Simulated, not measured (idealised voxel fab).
The process module that follows is named voxel spacer lines.
280 nm wide, 5 nm square cells: that's cross-section cut.
Notation: cross-section as square-cell grid; stated in bands, top first, going down; one or more cell rows per band. Read a band's entry like this: the first values are the height of its top and the height of its bottom in nm, and what follows is the sequence of materials from left to right, each with its width in nm. Note that "blank" is empty space, and that a single material marked "all across" reaches across the band from edge to edge. Basically, 0 is our baseline, since under it the wafer straight out of the box is all one material. The bottom band has no lower end and keeps on going down, so it looks like "0 and below". Per-row width for "30 to 40": begins at first number (top row of band), ends at second number (bottom row), increment between rows held constant. The designation "all unchanged", where it is given for a processing step, indicates that no cell of the cross-section was altered in the course of that step. Closed empty spaces (no open way to the top) of 8 cells or more are what "Catalogued sealed voids" lists, each as width x height at distance from the left edge, nm for all three. On a step's line, text after the settings is the simulator commenting on that step. On any step carrying a mask, the "overlay nm" setting, if present on the step's line, tells how far right of its planned place the mask lay; negative values point to the left.

Steps planned for the process
step 1: RECEIVE (material Si)
step 2: CONFORMAL_DEP (material Al2O3; thk nm 10)
step 3: DIRECTIONAL_DEP (material SiN; thk nm 10)
step 4: DIRECTIONAL_DEP (material aC; thk nm 20)
step 5: PATTERN (tone cover; mask id MANDREL; material resist; width nm 15; pitch nm 50; thk nm 25; overlay nm 0)
step 6: DIRECTIONAL_ETCH (etch materials aC; depth nm 20)
step 7: STRIP (etch materials resist)
step 8: CONFORMAL_DEP (material SiO2; thk nm 10)
step 9: DIRECTIONAL_ETCH (etch materials SiO2; depth nm 10)
step 10: STRIP (etch materials aC)
step 11: DIRECTIONAL_ETCH (etch materials SiN; depth nm 10)
step 12: STRIP (etch materials SiO2)
step 13: FILL_DEP (material SiO2; thk nm 10)
step 14: CMP (height nm 20)

First out of two wafers; run went to plan

Cross-section of the incoming wafer, state after step 1
> 0 and below = Si all across
> Catalogued sealed voids: none

Wafer after step 2 (cross-section)
> 10 down to 0 = Al2O3 all across
> Heights below 0 show no change.

Wafer after step 3 (cross-section)
> 20 down to 10 = SiN all across
> Heights below 10 show no change.

Wafer after step 4 (cross-section)
> 40 down to 20 = aC all across
> Heights below 20 show no change.

Wafer after step 5 (cross-section)
> 65 down to 40 = blank 105 nm | resist 15 nm | blank 35 nm | resist 15 nm | blank 110 nm
> Heights below 40 show no change.

Wafer after step 6 (cross-section)
> 45 down to 40 = blank 105 nm | resist 15 nm | blank 35 nm | resist 15 nm | blank 110 nm
> 40 down to 20 = blank 105 nm | aC 15 nm | blank 35 nm | aC 15 nm | blank 110 nm
> Heights below 20 show no change.

Wafer after step 7 (cross-section)
> 40 down to 20 = blank 105 nm | aC 15 nm | blank 35 nm | aC 15 nm | blank 110 nm
> Heights below 20 show no change.

Wafer after step 8 (cross-section)
> 50 down to 40 = blank 95 nm | SiO2 35 nm | blank 15 nm | SiO2 35 nm | blank 100 nm
> 40 down to 30 = blank 95 nm | SiO2 10 nm | aC 15 nm | SiO2 10 nm | blank 15 nm | SiO2 10 nm | aC 15 nm | SiO2 10 nm | blank 100 nm
> 30 down to 20 = SiO2 105 nm | aC 15 nm | SiO2 35 nm | aC 15 nm | SiO2 110 nm
> Heights below 20 show no change.

Wafer after step 9 (cross-section)
> 40 down to 20 = blank 95 nm | SiO2 10 nm | aC 15 nm | SiO2 10 nm | blank 15 nm | SiO2 10 nm | aC 15 nm | SiO2 10 nm | blank 100 nm
> Heights below 20 show no change.

Wafer after step 10 (cross-section)
> 40 down to 20 = blank 95 nm | SiO2 10 nm | blank 15 nm | SiO2 10 nm | blank 15 nm | SiO2 10 nm | blank 15 nm | SiO2 10 nm | blank 100 nm
> Heights below 20 show no change.

Wafer after step 11 (cross-section)
> 40 down to 20 = blank 95 nm | SiO2 10 nm | blank 15 nm | SiO2 10 nm | blank 15 nm | SiO2 10 nm | blank 15 nm | SiO2 10 nm | blank 100 nm
> 20 down to 10 = blank 95 nm | SiN 10 nm | blank 15 nm | SiN 10 nm | blank 15 nm | SiN 10 nm | blank 15 nm | SiN 10 nm | blank 100 nm
> Heights below 10 show no change.

Wafer after step 12 (cross-section)
> 20 down to 10 = blank 95 nm | SiN 10 nm | blank 15 nm | SiN 10 nm | blank 15 nm | SiN 10 nm | blank 15 nm | SiN 10 nm | blank 100 nm
> Heights below 10 show no change.

Wafer after step 13 (cross-section)
> 30 down to 20 = SiO2 all across
> 20 down to 10 = SiO2 95 nm | SiN 10 nm | SiO2 15 nm | SiN 10 nm | SiO2 15 nm | SiN 10 nm | SiO2 15 nm | SiN 10 nm | SiO2 100 nm
> Heights below 10 show no change.

Wafer after step 14 (cross-section)
> 20 down to 10 = SiO2 95 nm | SiN 10 nm | SiO2 15 nm | SiN 10 nm | SiO2 15 nm | SiN 10 nm | SiO2 15 nm | SiN 10 nm | SiO2 100 nm
> Heights below 10 show no change.

The Second Wafer: Common Origin and Plan, One Mistake in Execution, Identical to the First Through Step 4

when step 5 should have ended
> 65 down to 40 = blank 100 nm | resist 25 nm | blank 25 nm | resist 25 nm | blank 105 nm
> Heights below 40 show no change.

when step 6 should have ended
> 45 down to 40 = blank 100 nm | resist 25 nm | blank 25 nm | resist 25 nm | blank 105 nm
> 40 down to 20 = blank 100 nm | aC 25 nm | blank 25 nm | aC 25 nm | blank 105 nm
> Heights below 20 show no change.

when step 7 should have ended
> 40 down to 20 = blank 100 nm | aC 25 nm | blank 25 nm | aC 25 nm | blank 105 nm
> Heights below 20 show no change.

when step 8 should have ended
> 50 down to 40 = blank 90 nm | SiO2 45 nm | blank 5 nm | SiO2 45 nm | blank 95 nm
> 40 down to 30 = blank 90 nm | SiO2 10 nm | aC 25 nm | SiO2 10 nm | blank 5 nm | SiO2 10 nm | aC 25 nm | SiO2 10 nm | blank 95 nm
> 30 down to 20 = SiO2 100 nm | aC 25 nm | SiO2 25 nm | aC 25 nm | SiO2 105 nm
> Heights below 20 show no change.

when step 9 should have ended
> 40 down to 20 = blank 90 nm | SiO2 10 nm | aC 25 nm | SiO2 10 nm | blank 5 nm | SiO2 10 nm | aC 25 nm | SiO2 10 nm | blank 95 nm
> Heights below 20 show no change.

when step 10 should have ended
> 40 down to 20 = blank 90 nm | SiO2 10 nm | blank 25 nm | SiO2 10 nm | blank 5 nm | SiO2 10 nm | blank 25 nm | SiO2 10 nm | blank 95 nm
> Heights below 20 show no change.

when step 11 should have ended
> 40 down to 20 = blank 90 nm | SiO2 10 nm | blank 25 nm | SiO2 10 nm | blank 5 nm | SiO2 10 nm | blank 25 nm | SiO2 10 nm | blank 95 nm
> 20 down to 10 = blank 90 nm | SiN 10 nm | blank 25 nm | SiN 10 nm | blank 5 nm | SiN 10 nm | blank 25 nm | SiN 10 nm | blank 95 nm
> Heights below 10 show no change.

when step 12 should have ended
> 20 down to 10 = blank 90 nm | SiN 10 nm | blank 25 nm | SiN 10 nm | blank 5 nm | SiN 10 nm | blank 25 nm | SiN 10 nm | blank 95 nm
> Heights below 10 show no change.

when step 13 should have ended
> 30 down to 20 = SiO2 all across
> 20 down to 10 = SiO2 90 nm | SiN 10 nm | SiO2 25 nm | SiN 10 nm | SiO2 5 nm | SiN 10 nm | SiO2 25 nm | SiN 10 nm | SiO2 95 nm
> Heights below 10 show no change.

when step 14 should have ended
> 20 down to 10 = SiO2 90 nm | SiN 10 nm | SiO2 25 nm | SiN 10 nm | SiO2 5 nm | SiN 10 nm | SiO2 25 nm | SiN 10 nm | SiO2 95 nm
> Heights below 10 show no change.
Where did the run depart from the plan? step 5: run off-plan, actual operation and settings PATTERN (tone cover; mask id MANDREL; material resist; width nm 25; pitch nm 50; thk nm 25; overlay nm 0)
The two final wafers agree on how many cells each material fills and disagree on which cells those are.
